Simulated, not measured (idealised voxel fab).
Title: Process Module voxel double patterning
The figure presents cross-section cut, which has a width of 150 nm and is divided into square cells with an edge length of 5 nm.
Format of a cross-section: grid, square cells. Given as bands. Order: top down. Band: one or more rows of cells.
Heads up on the band format: heights come first, top then bottom, in nm. After that it's the materials left to right, each with its width in nm. A single material flagged "everywhere" fills the whole band edge to edge, and "blank" means there's empty space there.
Zero point of the height axis is 0; under it, received wafer = one material. Lowest band: continues down indefinitely, "0 down".
A width such as "30..40" changes by the same amount from each row of cells to the next, from the band's top row to its bottom row.
"nothing got changed" means the step left every cell of the cross-section as it was.
Entry "Enclosed internal cavities". Content: empty spaces with no open connection to the top, size 8 cells or greater. Each: width x height at distance. Distance: from left edge. Unit: nm.
Post-settings text on a step line: simulator's own remark regarding the step.
What "overlay nm" on a step's line means: if the step has a mask, that mask lay this far to the right of its planned place, or, when the value is negative, to the left.

# The steps planned for the process are as follows
1: RECEIVE | material Si
2: CONFORMAL_DEP | material SiN | thk nm 10
3: DIRECTIONAL_DEP | material SiO2 | thk nm 10
4: DIRECTIONAL_DEP | material SiCN | thk nm 5
5: DIRECTIONAL_DEP | material aC | thk nm 15
6: PATTERN | tone open | mask id FIRST | material resist | width nm 15 | pitch nm 50 | thk nm 35 | overlay nm 0
7: DIRECTIONAL_ETCH | etch materials aC | depth nm 15
8: STRIP | etch materials resist
9: DIRECTIONAL_ETCH | etch materials SiCN | depth nm 5
10: STRIP | etch materials aC
11: PATTERN | tone open | mask id SECOND | material resist | width nm 15 | thk nm 15 | overlay nm 0
12: DIRECTIONAL_ETCH | etch materials SiCN | depth nm 5
13: STRIP | etch materials resist
14: DIRECTIONAL_ETCH | etch materials SiO2 | depth nm 10
15: STRIP | etch materials SiCN

# Wafer at receipt (post step 1), cross-section
    0 down | Si everywhere
    Enclosed internal cavities: none

# First wafer of two, sectioned at end of module; run went per plan
    20 to 10 | 40 SiO2  15 blank  10 SiO2  15 blank  10 SiO2  15 blank  45 SiO2
    10 to 0 | SiN everywhere
    0 down | Si everywhere
    Enclosed internal cavities: none

# So this is wafer number two of the two, cut at the end of the module - it started where the first did and had the same plan, we just got one thing wrong running it
    25 to 15 | 40 SiO2  15 blank  10 SiO2  15 blank  10 SiO2  15 blank  45 SiO2
    15 to 10 | SiO2 everywhere
    10 to 0 | SiN everywhere
    0 down | Si everywhere
    Enclosed internal cavities: none
What went wrong in running the wafer? planned and actual differ for step 3; actual: DIRECTIONAL_DEP | material SiO2 | thk nm 15
at the end the second wafer has, in cells: SiO2 +30
